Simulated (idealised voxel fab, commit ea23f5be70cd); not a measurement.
This is a process module. Its name is voxel ribs on slabs.
Xsec cut, 290 nm wide, square cell size 5 nm.
How to read a cross-section here: the picture is a grid of square cells, written as bands going from the top down, and any band can span one or more rows of cells.
The entry gives the band's vertical extent as a top height and a bottom height in nm, then its horizontal make-up as materials from left to right, each with a width in nm. "empty" stands for empty space; a single material marked "edge to edge" fills the band edge to edge.
A quick word on heights: they are counted from 0, and under that level the wafer as it came to us is one material throughout. The lowest band is different from the rest in having no bottom; it simply continues downward, written as in "z 0 and below".
It should be noted that a width expressed as "30->40" varies in equal increments from row to row of cells within the band, taking the value of the first number at the top row and that of the second number at the bottom row.
"nothing different" after a step means that no cell of the cross-section changed.
"Fully closed voids" lists enclosed empty spaces (at least 8 cells, no open path upward to the top), each as width x height at distance from the left edge, in nm.
Anything after a step's settings on that line? It's the simulator's own note about the step.
overlay nm: mask offset rightward from planned place, masked step; negative means leftward offset.
How should the pairs below be read? Each gives the cross-section before one process step and the cross-section after it, the latter drawn only to the lowest band that changed; the step that lies between them, with its settings, appears under the pair. Does a pair pick up where the pair above left off? Only where its entry headed "Status quo ante" says so, since pairs can come from different runs of this module on the same starting wafer.
### Status quo ante
  z 0 and below | Si edge to edge
  Fully closed voids: none
### Post-Step Section View
  z 20 to 0 | SiO2 edge to edge
  All layers under 0 are left as they were.
  Fully closed voids: none
Process step separating the two views above: DIRECTIONAL_DEP [material SiO2] [thk nm 20]
Status quo ante: we pick up right where the pair above leaves off, with its after cross-section.
### Post-Step Section View
  z 35 to 20 | polySi edge to edge
  All layers under 20 are left as they were.
  Fully closed voids: none
Process step separating the two views above: DIRECTIONAL_DEP [material polySi] [thk nm 15]
Status quo ante: we pick up right where the pair above leaves off, with its after cross-section.
### Post-Step Section View
  z 35 to 30 | empty 130 nm; polySi 25 nm; empty 135 nm
  All layers under 30 are left as they were.
  Fully closed voids: none
Process step separating the two views above: MASKED_ETCH [tone cover] [mask id RIB] [width nm 25] [etch materials polySi] [depth nm 5] [overlay nm 0]
Status quo ante: we pick up right where the pair above leaves off, with its after cross-section.
### Post-Step Section View
  z 45 to 40 | empty 130 nm; aC 25 nm; empty 135 nm
  z 40 to 35 | aC edge to edge
  z 35 to 30 | aC 130 nm; polySi 25 nm; aC 135 nm
  All layers under 30 are left as they were.
  Fully closed voids: none
Process step separating the two views above: DIRECTIONAL_DEP [material aC] [thk nm 10]
Status quo ante: we pick up right where the pair above leaves off, with its after cross-section.
### Post-Step Section View
  z 70 to 45 | empty 105 nm; resist 75 nm; empty 110 nm
  z 45 to 40 | empty 105 nm; resist 25 nm; aC 25 nm; resist 25 nm; empty 110 nm
  All layers under 40 are left as they were.
  Fully closed voids: none
Process step separating the two views above: PATTERN [tone cover] [mask id SLAB] [material resist] [width nm 75] [thk nm 25] [overlay nm 0]
Status quo ante: we pick up right where the pair above leaves off, with its after cross-section.
### Post-Step Section View
  z 60 to 45 | empty 105 nm; resist 75 nm; empty 110 nm
  z 45 to 40 | empty 105 nm; resist 25 nm; aC 25 nm; resist 25 nm; empty 110 nm
  z 40 to 35 | empty 105 nm; aC 75 nm; empty 110 nm
  z 35 to 30 | empty 105 nm; aC 25 nm; polySi 25 nm; aC 25 nm; empty 110 nm
  All layers under 30 are left as they were.
  Fully closed voids: none
Process step separating the two views above: DIRECTIONAL_ETCH [etch materials aC] [depth nm 10]
Status quo ante: we pick up right where the pair above leaves off, with its after cross-section.
### Post-Step Section View
  z 45 to 35 | empty 130->105 nm; aC 25->75 nm; empty 135->110 nm
  All layers under 35 are left as they were.
  Fully closed voids: none
Process step separating the two views above: STRIP [etch materials resist]
Status quo ante: we pick up right where the pair above leaves off, with its after cross-section.
### Post-Step Section View
  z 45 to 35 | empty 130->105 nm; aC 25->75 nm; empty 135->110 nm
  z 35 to 30 | empty 105 nm; aC 25 nm; polySi 25 nm; aC 25 nm; empty 110 nm
  z 30 to 20 | empty 105 nm; polySi 75 nm; empty 110 nm
  All layers under 20 are left as they were.
  Fully closed voids: none
Process step separating the two views above: DIRECTIONAL_ETCH [etch materials polySi] [depth nm 10]
Status quo ante: we pick up right where the pair above leaves off, with its after cross-section.
### Post-Step Section View
  z 35 to 30 | empty 130 nm; polySi 25 nm; empty 135 nm
  All layers under 30 are left as they were.
  Fully closed voids: none
Process step separating the two views above: STRIP [etch materials aC]
Status quo ante: we pick up right where the pair above leaves off, with its after cross-section.
### Post-Step Section View
  z 55 to 35 | SiO2 edge to edge
  z 35 to 30 | SiO2 130 nm; polySi 25 nm; SiO2 135 nm
  z 30 to 20 | SiO2 105 nm; polySi 75 nm; SiO2 110 nm
  All layers under 20 are left as they were.
  Fully closed voids: none
Process step separating the two views above: FILL_DEP [material SiO2] [thk nm 20]
Status quo ante: we pick up right where the pair above leaves off, with its after cross-section.
### Post-Step Section View
  z 45 to 35 | SiO2 edge to edge
  All layers under 35 are left as they were.
  Fully closed voids: none
Process step separating the two views above: CMP [height nm 45]
Status quo ante: we pick up right where the pair above leaves off, with its after cross-section.
### Post-Step Section View
  z 50 to 45 | TiN edge to edge
  All layers under 45 are left as they were.
  Fully closed voids: none
Process step separating the two views above: DIRECTIONAL_DEP [material TiN] [thk nm 5]
Status quo ante: we pick up right where the pair above leaves off, with its after cross-section.
### Post-Step Section View
  z 65 to 50 | aC edge to edge
  All layers under 50 are left as they were.
  Fully closed voids: none
Process step separating the two views above: DIRECTIONAL_DEP [material aC] [thk nm 15]
Status quo ante: we pick up right where the pair above leaves off, with its after cross-section.
### Post-Step Section View
  z 100 to 65 | empty 125 nm; resist 35 nm; empty 130 nm
  All layers under 65 are left as they were.
  Fully closed voids: none
Process step separating the two views above: PATTERN [tone cover] [mask id HEATER] [material resist] [width nm 35] [thk nm 35] [overlay nm 0]
Status quo ante: we pick up right where the pair above leaves off, with its after cross-section.
### Post-Step Section View
  z 85 to 65 | empty 125 nm; resist 35 nm; empty 130 nm
  z 65 to 50 | empty 125 nm; aC 35 nm; empty 130 nm
  All layers under 50 are left as they were.
  Fully closed voids: none
Process step separating the two views above: DIRECTIONAL_ETCH [etch materials aC] [depth nm 15]
Status quo ante: we pick up right where the pair above leaves off, with its after cross-section.
### Post-Step Section View
  z 65 to 50 | empty 125 nm; aC 35 nm; empty 130 nm
  All layers under 50 are left as they were.
  Fully closed voids: none
Process step separating the two views above: STRIP [etch materials resist]
Status quo ante: we pick up right where the pair above leaves off, with its after cross-section.
### Post-Step Section View
  z 65 to 50 | empty 125 nm; aC 35 nm; empty 130 nm
  z 50 to 45 | empty 125 nm; TiN 35 nm; empty 130 nm
  All layers under 45 are left as they were.
  Fully closed voids: none
Process step separating the two views above: DIRECTIONAL_ETCH [etch materials TiN] [depth nm 5]
Status quo ante: we pick up right where the pair above leaves off, with its after cross-section.
### Post-Step Section View
  z 50 to 45 | empty 125 nm; TiN 35 nm; empty 130 nm
  All layers under 45 are left as they were.
  Fully closed voids: none
Process step separating the two views above: STRIP [etch materials aC]
Status quo ante: we pick up right where the pair above leaves off, with its after cross-section.
### Post-Step Section View
  z 55 to 50 | empty 120 nm; SiO2 45 nm; empty 125 nm
  z 50 to 45 | SiO2 125 nm; TiN 35 nm; SiO2 130 nm
  All layers under 45 are left as they were.
  Fully closed voids: none
Process step separating the two views above: CONFORMAL_DEP [material SiO2] [thk nm 5]
### Status quo ante
  z 20 to 0 | SiO2 edge to edge
  z 0 and below | Si edge to edge
  Fully closed voids: none
### Post-Step Section View
  z 40 to 0 | SiO2 edge to edge
  All layers under 0 are left as they were.
  Fully closed voids: none
Process step separating the two views above: DIRECTIONAL_DEP [material SiO2] [thk nm 20]
Status quo ante: we pick up right where the pair above leaves off, with its after cross-section.
### Post-Step Section View
  z 55 to 40 | polySi edge to edge
  All layers under 40 are left as they were.
  Fully closed voids: none
Process step separating the two views above: DIRECTIONAL_DEP [material polySi] [thk nm 15]
Status quo ante: we pick up right where the pair above leaves off, with its after cross-section.
### Post-Step Section View
  z 55 to 50 | empty 130 nm; polySi 25 nm; empty 135 nm
  All layers under 50 are left as they were.
  Fully closed voids: none
Process step separating the two views above: MASKED_ETCH [tone cover] [mask id RIB] [width nm 25] [etch materials polySi] [depth nm 5] [overlay nm 0]
Status quo ante: we pick up right where the pair above leaves off, with its after cross-section.
### Post-Step Section View
  z 65 to 60 | empty 130 nm; aC 25 nm; empty 135 nm
  z 60 to 55 | aC edge to edge
  z 55 to 50 | aC 130 nm; polySi 25 nm; aC 135 nm
  All layers under 50 are left as they were.
  Fully closed voids: none
Process step separating the two views above: DIRECTIONAL_DEP [material aC] [thk nm 10]
Status quo ante: we pick up right where the pair above leaves off, with its after cross-section.
### Post-Step Section View
  z 90 to 65 | empty 105 nm; resist 75 nm; empty 110 nm
  z 65 to 60 | empty 105 nm; resist 25 nm; aC 25 nm; resist 25 nm; empty 110 nm
  All layers under 60 are left as they were.
  Fully closed voids: none
Process step separating the two views above: PATTERN [tone cover] [mask id SLAB] [material resist] [width nm 75] [thk nm 25] [overlay nm 0]
Status quo ante: we pick up right where the pair above leaves off, with its after cross-section.
### Post-Step Section View
  z 80 to 65 | empty 105 nm; resist 75 nm; empty 110 nm
  z 65 to 60 | empty 105 nm; resist 25 nm; aC 25 nm; resist 25 nm; empty 110 nm
  z 60 to 55 | empty 105 nm; aC 75 nm; empty 110 nm
  z 55 to 50 | empty 105 nm; aC 25 nm; polySi 25 nm; aC 25 nm; empty 110 nm
  All layers under 50 are left as they were.
  Fully closed voids: none
Process step separating the two views above: DIRECTIONAL_ETCH [etch materials aC] [depth nm 10]
Status quo ante: we pick up right where the pair above leaves off, with its after cross-section.
### Post-Step Section View
  z 65 to 55 | empty 130->105 nm; aC 25->75 nm; empty 135->110 nm
  All layers under 55 are left as they were.
  Fully closed voids: none
Process step separating the two views above: STRIP [etch materials resist]
Status quo ante: we pick up right where the pair above leaves off, with its after cross-section.
### Post-Step Section View
  z 65 to 55 | empty 130->105 nm; aC 25->75 nm; empty 135->110 nm
  z 55 to 50 | empty 105 nm; aC 25 nm; polySi 25 nm; aC 25 nm; empty 110 nm
  z 50 to 40 | empty 105 nm; polySi 75 nm; empty 110 nm
  All layers under 40 are left as they were.
  Fully closed voids: none
Process step separating the two views above: DIRECTIONAL_ETCH [etch materials polySi] [depth nm 10]
Status quo ante: we pick up right where the pair above leaves off, with its after cross-section.
### Post-Step Section View
  z 55 to 50 | empty 130 nm; polySi 25 nm; empty 135 nm
  All layers under 50 are left as they were.
  Fully closed voids: none
Process step separating the two views above: STRIP [etch materials aC]
Status quo ante: we pick up right where the pair above leaves off, with its after cross-section.
### Post-Step Section View
  z 75 to 55 | SiO2 edge to edge
  z 55 to 50 | SiO2 130 nm; polySi 25 nm; SiO2 135 nm
  z 50 to 40 | SiO2 105 nm; polySi 75 nm; SiO2 110 nm
  All layers under 40 are left as they were.
  Fully closed voids: none
Process step separating the two views above: FILL_DEP [material SiO2] [thk nm 20]
Status quo ante: we pick up right where the pair above leaves off, with its after cross-section.
### Post-Step Section View
  z 45 to 40 | SiO2 105 nm; polySi 75 nm; SiO2 110 nm
  All layers under 40 are left as they were.
  Fully closed voids: none
Process step separating the two views above: CMP [height nm 45]
Status quo ante: we pick up right where the pair above leaves off, with its after cross-section.
### Post-Step Section View
  z 50 to 45 | TiN edge to edge
  All layers under 45 are left as they were.
  Fully closed voids: none
Process step separating the two views above: DIRECTIONAL_DEP [material TiN] [thk nm 5]
Status quo ante: we pick up right where the pair above leaves off, with its after cross-section.
### Post-Step Section View
  z 65 to 50 | aC edge to edge
  All layers under 50 are left as they were.
  Fully closed voids: none
Process step separating the two views above: DIRECTIONAL_DEP [material aC] [thk nm 15]
Status quo ante: we pick up right where the pair above leaves off, with its after cross-section.
### Post-Step Section View
  z 100 to 65 | empty 125 nm; resist 35 nm; empty 130 nm
  All layers under 65 are left as they were.
  Fully closed voids: none
Process step separating the two views above: PATTERN [tone cover] [mask id HEATER] [material resist] [width nm 35] [thk nm 35] [overlay nm 0]
Status quo ante: we pick up right where the pair above leaves off, with its after cross-section.
### Post-Step Section View
  z 85 to 65 | empty 125 nm; resist 35 nm; empty 130 nm
  z 65 to 50 | empty 125 nm; aC 35 nm; empty 130 nm
  All layers under 50 are left as they were.
  Fully closed voids: none
Process step separating the two views above: DIRECTIONAL_ETCH [etch materials aC] [depth nm 15]
Status quo ante: we pick up right where the pair above leaves off, with its after cross-section.
### Post-Step Section View
  z 65 to 50 | empty 125 nm; aC 35 nm; empty 130 nm
  All layers under 50 are left as they were.
  Fully closed voids: none
Process step separating the two views above: STRIP [etch materials resist]
Status quo ante: we pick up right where the pair above leaves off, with its after cross-section.
### Post-Step Section View
  z 65 to 50 | empty 125 nm; aC 35 nm; empty 130 nm
  z 50 to 45 | empty 125 nm; TiN 35 nm; empty 130 nm
  All layers under 45 are left as they were.
  Fully closed voids: none
Process step separating the two views above: DIRECTIONAL_ETCH [etch materials TiN] [depth nm 5]
Status quo ante: we pick up right where the pair above leaves off, with its after cross-section.
### Post-Step Section View
  z 50 to 45 | empty 125 nm; TiN 35 nm; empty 130 nm
  All layers under 45 are left as they were.
  Fully closed voids: none
Process step separating the two views above: STRIP [etch materials aC]
Status quo ante: we pick up right where the pair above leaves off, with its after cross-section.
### Post-Step Section View
  z 55 to 50 | empty 120 nm; SiO2 45 nm; empty 125 nm
  z 50 to 45 | SiO2 125 nm; TiN 35 nm; SiO2 130 nm
  All layers under 45 are left as they were.
  Fully closed voids: none
Process step separating the two views above: CONFORMAL_DEP [material SiO2] [thk nm 5]
### Status quo ante
  z 0 and below | Si edge to edge
  Fully closed voids: none
### Post-Step Section View
  z 15 to 0 | polySi edge to edge
  All layers under 0 are left as they were.
  Fully closed voids: none
Process step separating the two views above: DIRECTIONAL_DEP [material polySi] [thk nm 15]
Status quo ante: we pick up right where the pair above leaves off, with its after cross-section.
### Post-Step Section View
  z 35 to 15 | SiO2 edge to edge
  All layers under 15 are left as they were.
  Fully closed voids: none
Process step separating the two views above: DIRECTIONAL_DEP [material SiO2] [thk nm 20]
Status quo ante: we pick up right where the pair above leaves off, with its after cross-section.
### Post-Step Section View
  z 45 to 35 | aC edge to edge
  All layers under 35 are left as they were.
  Fully closed voids: none
Process step separating the two views above: DIRECTIONAL_DEP [material aC] [thk nm 10]
Status quo ante: we pick up right where the pair above leaves off, with its after cross-section.
### Post-Step Section View
  z 70 to 45 | empty 105 nm; resist 75 nm; empty 110 nm
  All layers under 45 are left as they were.
  Fully closed voids: none
Process step separating the two views above: PATTERN [tone cover] [mask id SLAB] [material resist] [width nm 75] [thk nm 25] [overlay nm 0]
Status quo ante: we pick up right where the pair above leaves off, with its after cross-section.
### Post-Step Section View
  z 60 to 45 | empty 105 nm; resist 75 nm; empty 110 nm
  z 45 to 35 | empty 105 nm; aC 75 nm; empty 110 nm
  All layers under 35 are left as they were.
  Fully closed voids: none
Process step separating the two views above: DIRECTIONAL_ETCH [etch materials aC] [depth nm 10]
Status quo ante: we pick up right where the pair above leaves off, with its after cross-section.
### Post-Step Section View
  z 45 to 35 | empty 105 nm; aC 75 nm; empty 110 nm
  All layers under 35 are left as they were.
  Fully closed voids: none
Process step separating the two views above: STRIP [etch materials resist]
Status quo ante: we pick up right where the pair above leaves off, with its after cross-section.
### Post-Step Section View
  z 35 to 15 | SiO2 edge to edge
  All layers under 15 are left as they were.
  Fully closed voids: none
Process step separating the two views above: STRIP [etch materials aC]
Status quo ante: we pick up right where the pair above leaves off, with its after cross-section.
### Post-Step Section View
  z 55 to 15 | SiO2 edge to edge
  All layers under 15 are left as they were.
  Fully closed voids: none
Process step separating the two views above: FILL_DEP [material SiO2] [thk nm 20]
Status quo ante: we pick up right where the pair above leaves off, with its after cross-section.
### Post-Step Section View
  z 45 to 15 | SiO2 edge to edge
  All layers under 15 are left as they were.
  Fully closed voids: none
Process step separating the two views above: CMP [height nm 45]
Status quo ante: we pick up right where the pair above leaves off, with its after cross-section.
### Post-Step Section View
  z 50 to 45 | TiN edge to edge
  All layers under 45 are left as they were.
  Fully closed voids: none
Process step separating the two views above: DIRECTIONAL_DEP [material TiN] [thk nm 5]
Status quo ante: we pick up right where the pair above leaves off, with its after cross-section.
### Post-Step Section View
  z 65 to 50 | aC edge to edge
  All layers under 50 are left as they were.
  Fully closed voids: none
Process step separating the two views above: DIRECTIONAL_DEP [material aC] [thk nm 15]
Status quo ante: we pick up right where the pair above leaves off, with its after cross-section.
### Post-Step Section View
  z 100 to 65 | empty 125 nm; resist 35 nm; empty 130 nm
  All layers under 65 are left as they were.
  Fully closed voids: none
Process step separating the two views above: PATTERN [tone cover] [mask id HEATER] [material resist] [width nm 35] [thk nm 35] [overlay nm 0]
Status quo ante: we pick up right where the pair above leaves off, with its after cross-section.
### Post-Step Section View
  z 85 to 65 | empty 125 nm; resist 35 nm; empty 130 nm
  z 65 to 50 | empty 125 nm; aC 35 nm; empty 130 nm
  All layers under 50 are left as they were.
  Fully closed voids: none
Process step separating the two views above: DIRECTIONAL_ETCH [etch materials aC] [depth nm 15]
Status quo ante: we pick up right where the pair above leaves off, with its after cross-section.
### Post-Step Section View
  z 65 to 50 | empty 125 nm; aC 35 nm; empty 130 nm
  All layers under 50 are left as they were.
  Fully closed voids: none
Process step separating the two views above: STRIP [etch materials resist]
Status quo ante: we pick up right where the pair above leaves off, with its after cross-section.
### Post-Step Section View
  z 65 to 50 | empty 125 nm; aC 35 nm; empty 130 nm
  z 50 to 45 | empty 125 nm; TiN 35 nm; empty 130 nm
  All layers under 45 are left as they were.
  Fully closed voids: none
Process step separating the two views above: DIRECTIONAL_ETCH [etch materials TiN] [depth nm 5]
Status quo ante: we pick up right where the pair above leaves off, with its after cross-section.
### Post-Step Section View
  z 50 to 45 | empty 125 nm; TiN 35 nm; empty 130 nm
  All layers under 45 are left as they were.
  Fully closed voids: none
Process step separating the two views above: STRIP [etch materials aC]
Status quo ante: we pick up right where the pair above leaves off, with its after cross-section.
### Post-Step Section View
  z 55 to 50 | empty 120 nm; SiO2 45 nm; empty 125 nm
  z 50 to 45 | SiO2 125 nm; TiN 35 nm; SiO2 130 nm
  All layers under 45 are left as they were.
  Fully closed voids: none
Process step separating the two views above: CONFORMAL_DEP [material SiO2] [thk nm 5]
### Status quo ante
  z 0 and below | Si edge to edge
  Fully closed voids: none
### Post-Step Section View
  z 30 to 0 | SiO2 edge to edge
  All layers under 0 are left as they were.
  Fully closed voids: none
Process step separating the two views above: DIRECTIONAL_DEP [material SiO2] [thk nm 30]
Status quo ante: we pick up right where the pair above leaves off, with its after cross-section.
### Post-Step Section View
  z 45 to 30 | polySi edge to edge
  All layers under 30 are left as they were.
  Fully closed voids: none
Process step separating the two views above: DIRECTIONAL_DEP [material polySi] [thk nm 15]
Status quo ante: we pick up right where the pair above leaves off, with its after cross-section.
### Post-Step Section View
  z 45 to 40 | empty 130 nm; polySi 25 nm; empty 135 nm
  All layers under 40 are left as they were.
  Fully closed voids: none
Process step separating the two views above: MASKED_ETCH [tone cover] [mask id RIB] [width nm 25] [etch materials polySi] [depth nm 5] [overlay nm 0]
Status quo ante: we pick up right where the pair above leaves off, with its after cross-section.
### Post-Step Section View
  z 55 to 50 | empty 130 nm; aC 25 nm; empty 135 nm
  z 50 to 45 | aC edge to edge
  z 45 to 40 | aC 130 nm; polySi 25 nm; aC 135 nm
  All layers under 40 are left as they were.
  Fully closed voids: none
Process step separating the two views above: DIRECTIONAL_DEP [material aC] [thk nm 10]
Status quo ante: we pick up right where the pair above leaves off, with its after cross-section.
### Post-Step Section View
  z 80 to 55 | empty 105 nm; resist 75 nm; empty 110 nm
  z 55 to 50 | empty 105 nm; resist 25 nm; aC 25 nm; resist 25 nm; empty 110 nm
  All layers under 50 are left as they were.
  Fully closed voids: none
Process step separating the two views above: PATTERN [tone cover] [mask id SLAB] [material resist] [width nm 75] [thk nm 25] [overlay nm 0]
Status quo ante: we pick up right where the pair above leaves off, with its after cross-section.
### Post-Step Section View
  z 70 to 55 | empty 105 nm; resist 75 nm; empty 110 nm
  z 55 to 50 | empty 105 nm; resist 25 nm; aC 25 nm; resist 25 nm; empty 110 nm
  z 50 to 45 | empty 105 nm; aC 75 nm; empty 110 nm
  z 45 to 40 | empty 105 nm; aC 25 nm; polySi 25 nm; aC 25 nm; empty 110 nm
  All layers under 40 are left as they were.
  Fully closed voids: none
Process step separating the two views above: DIRECTIONAL_ETCH [etch materials aC] [depth nm 10]
Status quo ante: we pick up right where the pair above leaves off, with its after cross-section.
### Post-Step Section View
  z 55 to 45 | empty 130->105 nm; aC 25->75 nm; empty 135->110 nm
  All layers under 45 are left as they were.
  Fully closed voids: none
Process step separating the two views above: STRIP [etch materials resist]
Status quo ante: we pick up right where the pair above leaves off, with its after cross-section.
### Post-Step Section View
  z 55 to 45 | empty 130->105 nm; aC 25->75 nm; empty 135->110 nm
  z 45 to 40 | empty 105 nm; aC 25 nm; polySi 25 nm; aC 25 nm; empty 110 nm
  z 40 to 30 | empty 105 nm; polySi 75 nm; empty 110 nm
  All layers under 30 are left as they were.
  Fully closed voids: none
Process step separating the two views above: DIRECTIONAL_ETCH [etch materials polySi] [depth nm 10]
Status quo ante: we pick up right where the pair above leaves off, with its after cross-section.
### Post-Step Section View
  z 45 to 40 | empty 130 nm; polySi 25 nm; empty 135 nm
  All layers under 40 are left as they were.
  Fully closed voids: none
Process step separating the two views above: STRIP [etch materials aC]
Status quo ante: we pick up right where the pair above leaves off, with its after cross-section.
### Post-Step Section View
  z 65 to 45 | SiO2 edge to edge
  z 45 to 40 | SiO2 130 nm; polySi 25 nm; SiO2 135 nm
  z 40 to 30 | SiO2 105 nm; polySi 75 nm; SiO2 110 nm
  All layers under 30 are left as they were.
  Fully closed voids: none
Process step separating the two views above: FILL_DEP [material SiO2] [thk nm 20]
Status quo ante: we pick up right where the pair above leaves off, with its after cross-section.
### Post-Step Section View
  z 45 to 40 | SiO2 130 nm; polySi 25 nm; SiO2 135 nm
  All layers under 40 are left as they were.
  Fully closed voids: none
Process step separating the two views above: CMP [height nm 45]
Status quo ante: we pick up right where the pair above leaves off, with its after cross-section.
### Post-Step Section View
  z 50 to 45 | TiN edge to edge
  All layers under 45 are left as they were.
  Fully closed voids: none
Process step separating the two views above: DIRECTIONAL_DEP [material TiN] [thk nm 5]
Status quo ante: we pick up right where the pair above leaves off, with its after cross-section.
### Post-Step Section View
  z 65 to 50 | aC edge to edge
  All layers under 50 are left as they were.
  Fully closed voids: none
Process step separating the two views above: DIRECTIONAL_DEP [material aC] [thk nm 15]
Status quo ante: we pick up right where the pair above leaves off, with its after cross-section.
### Post-Step Section View
  z 100 to 65 | empty 125 nm; resist 35 nm; empty 130 nm
  All layers under 65 are left as they were.
  Fully closed voids: none
Process step separating the two views above: PATTERN [tone cover] [mask id HEATER] [material resist] [width nm 35] [thk nm 35] [overlay nm 0]
Status quo ante: we pick up right where the pair above leaves off, with its after cross-section.
### Post-Step Section View
  z 85 to 65 | empty 125 nm; resist 35 nm; empty 130 nm
  z 65 to 50 | empty 125 nm; aC 35 nm; empty 130 nm
  All layers under 50 are left as they were.
  Fully closed voids: none
Process step separating the two views above: DIRECTIONAL_ETCH [etch materials aC] [depth nm 15]
Status quo ante: we pick up right where the pair above leaves off, with its after cross-section.
### Post-Step Section View
  z 65 to 50 | empty 125 nm; aC 35 nm; empty 130 nm
  All layers under 50 are left as they were.
  Fully closed voids: none
Process step separating the two views above: STRIP [etch materials resist]
Status quo ante: we pick up right where the pair above leaves off, with its after cross-section.
### Post-Step Section View
  z 65 to 50 | empty 125 nm; aC 35 nm; empty 130 nm
  z 50 to 45 | empty 125 nm; TiN 35 nm; empty 130 nm
  All layers under 45 are left as they were.
  Fully closed voids: none
Process step separating the two views above: DIRECTIONAL_ETCH [etch materials TiN] [depth nm 5]
Status quo ante: we pick up right where the pair above leaves off, with its after cross-section.
### Post-Step Section View
  z 50 to 45 | empty 125 nm; TiN 35 nm; empty 130 nm
  All layers under 45 are left as they were.
  Fully closed voids: none
Process step separating the two views above: STRIP [etch materials aC]
Status quo ante: we pick up right where the pair above leaves off, with its after cross-section.
### Post-Step Section View
  z 55 to 50 | empty 120 nm; SiO2 45 nm; empty 125 nm
  z 50 to 45 | SiO2 125 nm; TiN 35 nm; SiO2 130 nm
  All layers under 45 are left as they were.
  Fully closed voids: none
Process step separating the two views above: CONFORMAL_DEP [material SiO2] [thk nm 5]
### Status quo ante
  z 35 to 20 | polySi edge to edge
  z 20 to 0 | SiO2 edge to edge
  z 0 and below | Si edge to edge
  Fully closed voids: none
### Post-Step Section View
  z 35 to 30 | empty 135 nm; polySi 20 nm; empty 135 nm
  All layers under 30 are left as they were.
  Fully closed voids: none
Process step separating the two views above: MASKED_ETCH [tone cover] [mask id RIB] [width nm 20] [etch materials polySi] [depth nm 5] [overlay nm 0]
Status quo ante: we pick up right where the pair above leaves off, with its after cross-section.
### Post-Step Section View
  z 45 to 40 | empty 135 nm; aC 20 nm; empty 135 nm
  z 40 to 35 | aC edge to edge
  z 35 to 30 | aC 135 nm; polySi 20 nm; aC 135 nm
  All layers under 30 are left as they were.
  Fully closed voids: none
Process step separating the two views above: DIRECTIONAL_DEP [material aC] [thk nm 10]
Status quo ante: we pick up right where the pair above leaves off, with its after cross-section.
### Post-Step Section View
  z 70 to 45 | empty 105 nm; resist 75 nm; empty 110 nm
  z 45 to 40 | empty 105 nm; resist 30 nm; aC 20 nm; resist 25 nm; empty 110 nm
  All layers under 40 are left as they were.
  Fully closed voids: none
Process step separating the two views above: PATTERN [tone cover] [mask id SLAB] [material resist] [width nm 75] [thk nm 25] [overlay nm 0]
Status quo ante: we pick up right where the pair above leaves off, with its after cross-section.
### Post-Step Section View
  z 60 to 45 | empty 105 nm; resist 75 nm; empty 110 nm
  z 45 to 40 | empty 105 nm; resist 30 nm; aC 20 nm; resist 25 nm; empty 110 nm
  z 40 to 35 | empty 105 nm; aC 75 nm; empty 110 nm
  z 35 to 30 | empty 105 nm; aC 30 nm; polySi 20 nm; aC 25 nm; empty 110 nm
  All layers under 30 are left as they were.
  Fully closed voids: none
Process step separating the two views above: DIRECTIONAL_ETCH [etch materials aC] [depth nm 10]
Status quo ante: we pick up right where the pair above leaves off, with its after cross-section.
### Post-Step Section View
  z 45 to 35 | empty 135->105 nm; aC 20->75 nm; empty 135->110 nm
  All layers under 35 are left as they were.
  Fully closed voids: none
Process step separating the two views above: STRIP [etch materials resist]
Status quo ante: we pick up right where the pair above leaves off, with its after cross-section.
### Post-Step Section View
  z 45 to 35 | empty 135->105 nm; aC 20->75 nm; empty 135->110 nm
  z 35 to 30 | empty 105 nm; aC 30 nm; polySi 20 nm; aC 25 nm; empty 110 nm
  z 30 to 20 | empty 105 nm; polySi 75 nm; empty 110 nm
  All layers under 20 are left as they were.
  Fully closed voids: none
Process step separating the two views above: DIRECTIONAL_ETCH [etch materials polySi] [depth nm 10]
Status quo ante: we pick up right where the pair above leaves off, with its after cross-section.
### Post-Step Section View
  z 35 to 30 | empty 135 nm; polySi 20 nm; empty 135 nm
  All layers under 30 are left as they were.
  Fully closed voids: none
Process step separating the two views above: STRIP [etch materials aC]
Status quo ante: we pick up right where the pair above leaves off, with its after cross-section.
### Post-Step Section View
  z 55 to 35 | SiO2 edge to edge
  z 35 to 30 | SiO2 135 nm; polySi 20 nm; SiO2 135 nm
  z 30 to 20 | SiO2 105 nm; polySi 75 nm; SiO2 110 nm
  All layers under 20 are left as they were.
  Fully closed voids: none
Process step separating the two views above: FILL_DEP [material SiO2] [thk nm 20]
Status quo ante: we pick up right where the pair above leaves off, with its after cross-section.
### Post-Step Section View
  z 45 to 35 | SiO2 edge to edge
  All layers under 35 are left as they were.
  Fully closed voids: none
Process step separating the two views above: CMP [height nm 45]
Status quo ante: we pick up right where the pair above leaves off, with its after cross-section.
### Post-Step Section View
  z 50 to 45 | TiN edge to edge
  All layers under 45 are left as they were.
  Fully closed voids: none
Process step separating the two views above: DIRECTIONAL_DEP [material TiN] [thk nm 5]
Status quo ante: we pick up right where the pair above leaves off, with its after cross-section.
### Post-Step Section View
  z 65 to 50 | aC edge to edge
  All layers under 50 are left as they were.
  Fully closed voids: none
Process step separating the two views above: DIRECTIONAL_DEP [material aC] [thk nm 15]
Status quo ante: we pick up right where the pair above leaves off, with its after cross-section.
### Post-Step Section View
  z 100 to 65 | empty 125 nm; resist 35 nm; empty 130 nm
  All layers under 65 are left as they were.
  Fully closed voids: none
Process step separating the two views above: PATTERN [tone cover] [mask id HEATER] [material resist] [width nm 35] [thk nm 35] [overlay nm 0]
Status quo ante: we pick up right where the pair above leaves off, with its after cross-section.
### Post-Step Section View
  z 85 to 65 | empty 125 nm; resist 35 nm; empty 130 nm
  z 65 to 50 | empty 125 nm; aC 35 nm; empty 130 nm
  All layers under 50 are left as they were.
  Fully closed voids: none
Process step separating the two views above: DIRECTIONAL_ETCH [etch materials aC] [depth nm 15]
Status quo ante: we pick up right where the pair above leaves off, with its after cross-section.
### Post-Step Section View
  z 65 to 50 | empty 125 nm; aC 35 nm; empty 130 nm
  All layers under 50 are left as they were.
  Fully closed voids: none
Process step separating the two views above: STRIP [etch materials resist]
Status quo ante: we pick up right where the pair above leaves off, with its after cross-section.
### Post-Step Section View
  z 65 to 50 | empty 125 nm; aC 35 nm; empty 130 nm
  z 50 to 45 | empty 125 nm; TiN 35 nm; empty 130 nm
  All layers under 45 are left as they were.
  Fully closed voids: none
Process step separating the two views above: DIRECTIONAL_ETCH [etch materials TiN] [depth nm 5]
Status quo ante: we pick up right where the pair above leaves off, with its after cross-section.
### Post-Step Section View
  z 50 to 45 | empty 125 nm; TiN 35 nm; empty 130 nm
  All layers under 45 are left as they were.
  Fully closed voids: none
Process step separating the two views above: STRIP [etch materials aC]
Status quo ante: we pick up right where the pair above leaves off, with its after cross-section.
### Post-Step Section View
  z 55 to 50 | empty 120 nm; SiO2 45 nm; empty 125 nm
  z 50 to 45 | SiO2 125 nm; TiN 35 nm; SiO2 130 nm
  All layers under 45 are left as they were.
  Fully closed voids: none
Process step separating the two views above: CONFORMAL_DEP [material SiO2] [thk nm 5]
